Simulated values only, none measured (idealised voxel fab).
You're looking at the process module voxel self aligned contacts.
Shown is cross-section cut, with a width of 260 nm and square cells of size 5 nm.
We lay out every cross-section as a grid of square cells and spell it out in bands from the top down, where one band means one or more rows of cells.
The band entry comprises the height of the band's top followed by the height of its bottom, expressed in nm, and subsequently the band's materials from left to right, each stated together with its width in nm. Where a single material is marked with the word "all across", that material fills the band from edge to edge. The word "air" represents empty space.
Where do heights start? At 0: under that level the wafer as delivered is made of one material only. And the lowest band has no floor; it just carries on downward, as in "0..down".
The width entry "30->40" should be interpreted row by row: the top row of cells in the band takes the first number, the bottom row takes the second number, and the change between adjacent rows is uniform throughout.
It should be understood that the words "everything unchanged", when stated for a given step, signify that the cross-section underwent no change in any of its cells during that step.
You'll see "closed voids" listing empty spaces that have no way open to the top, as long as they're 8 cells or more; the notation is width x height at distance, where the distance is from the left edge, and all of it is in nm.
That trailing text on a step's line, after the settings, is the simulator's own remark on the step.
"overlay nm" on a masked step: distance the mask lay right of its planned place, negative for left.

Planned process steps
| 1 | RECEIVE with material Si |
| 2 | CONFORMAL_DEP with material SiO2, thk nm 5 |
| 3 | DIRECTIONAL_DEP with material polySi, thk nm 30 |
| 4 | DIRECTIONAL_DEP with material SiN, thk nm 20 |
| 5 | DIRECTIONAL_DEP with material aC, thk nm 15 |
| 6 | PATTERN with tone cover, mask id GATE, material resist, width nm 25, pitch nm 55, thk nm 35, overlay nm 0 |
| 7 | DIRECTIONAL_ETCH with etch materials aC, depth nm 15 |
| 8 | STRIP with etch materials resist |
| 9 | DIRECTIONAL_ETCH with etch materials SiN, depth nm 20 |
| 10 | DIRECTIONAL_ETCH with etch materials polySi, depth nm 30 |
| 11 | STRIP with etch materials aC |
| 12 | CONFORMAL_DEP with material SiN, thk nm 5 |
| 13 | DIRECTIONAL_ETCH with etch materials SiN, depth nm 5 |
| 14 | FILL_DEP with material SiO2, thk nm 20 |
| 15 | CMP with height nm 65 |
| 16 | DIRECTIONAL_DEP with material aC, thk nm 10 |
| 17 | PATTERN with tone open, mask id CONTACT, material resist, width nm 30, thk nm 25, overlay nm 0 |
| 18 | DIRECTIONAL_ETCH with etch materials aC, depth nm 10 |
| 19 | STRIP with etch materials resist |
| 20 | DIRECTIONAL_ETCH with etch materials SiO2, depth nm 65 |
| 21 | STRIP with etch materials aC |
| 22 | CONFORMAL_DEP with material TiN, thk nm 5 |
| 23 | FILL_DEP with material W, thk nm 5 |
| 24 | CMP with height nm 65 |
| 25 | CONFORMAL_DEP with material SiCN, thk nm 5 |
Across this set of wafers, the varied parameter is the width nm of step 17. Starting conditions are identical for every wafer, and the plan reports the value assigned to the first wafer.

After step 1, as received: first of several wafers, cross-section
- 0..down | Si all across
- closed voids: none

Last step of the module is step 25; after it, the first of several wafers in cross-section
- 70..65 | SiCN all across
- 65..55 | 115 of SiO2 / 5->10 of TiN / 20->10 of W / 5->10 of TiN / 115 of SiO2
- 55..35 | 85 of SiO2 / 35 of SiN / 5 of TiN / 10 of W / 5 of TiN / 35 of SiN / 85 of SiO2
- 35..5 | 85 of SiO2 / 5 of SiN / 25 of polySi / 5 of SiN / 5 of TiN / 10 of W / 5 of TiN / 5 of SiN / 25 of polySi / 5 of SiN / 85 of SiO2
- 5..0 | 120 of SiO2 / 20 of TiN / 120 of SiO2
- 0..down | Si all across
- closed voids: none

At the end of the module, the last of several wafers in cross-section
- 70..65 | SiCN all across
- 65..55 | 105 of SiO2 / 5->20 of TiN / 45->10 of W / 5->25 of TiN / 100 of SiO2
- 55..35 | 85 of SiO2 / 35 of SiN / 5 of TiN / 10 of W / 5 of TiN / 35 of SiN / 85 of SiO2
- 35..5 | 85 of SiO2 / 5 of SiN / 25 of polySi / 5 of SiN / 5 of TiN / 10 of W / 5 of TiN / 5 of SiN / 25 of polySi / 5 of SiN / 85 of SiO2
- 5..0 | 120 of SiO2 / 20 of TiN / 120 of SiO2
- 0..down | Si all across
- closed voids: none

Heads up, this table goes wafer by wafer. A row tells you, at the end of the module, how many cells of each material that wafer has put on (+) or dropped (-) since it was received, and then its closed voids
width nm 30, +52 SiCN, +80 SiN, +480 SiO2, +30 TiN, +26 W, +60 polySi, closed voids: none
width nm 35, +52 SiCN, +80 SiN, +478 SiO2, +31 TiN, +27 W, +60 polySi, closed voids: none
width nm 40, +52 SiCN, +80 SiN, +476 SiO2, +32 TiN, +28 W, +60 polySi, closed voids: none
width nm 45, +52 SiCN, +80 SiN, +474 SiO2, +33 TiN, +29 W, +60 polySi, closed voids: none
width nm 50, +52 SiCN, +80 SiN, +472 SiO2, +34 TiN, +30 W, +60 polySi, closed voids: none
width nm 55, +52 SiCN, +80 SiN, +470 SiO2, +35 TiN, +31 W, +60 polySi, closed voids: none
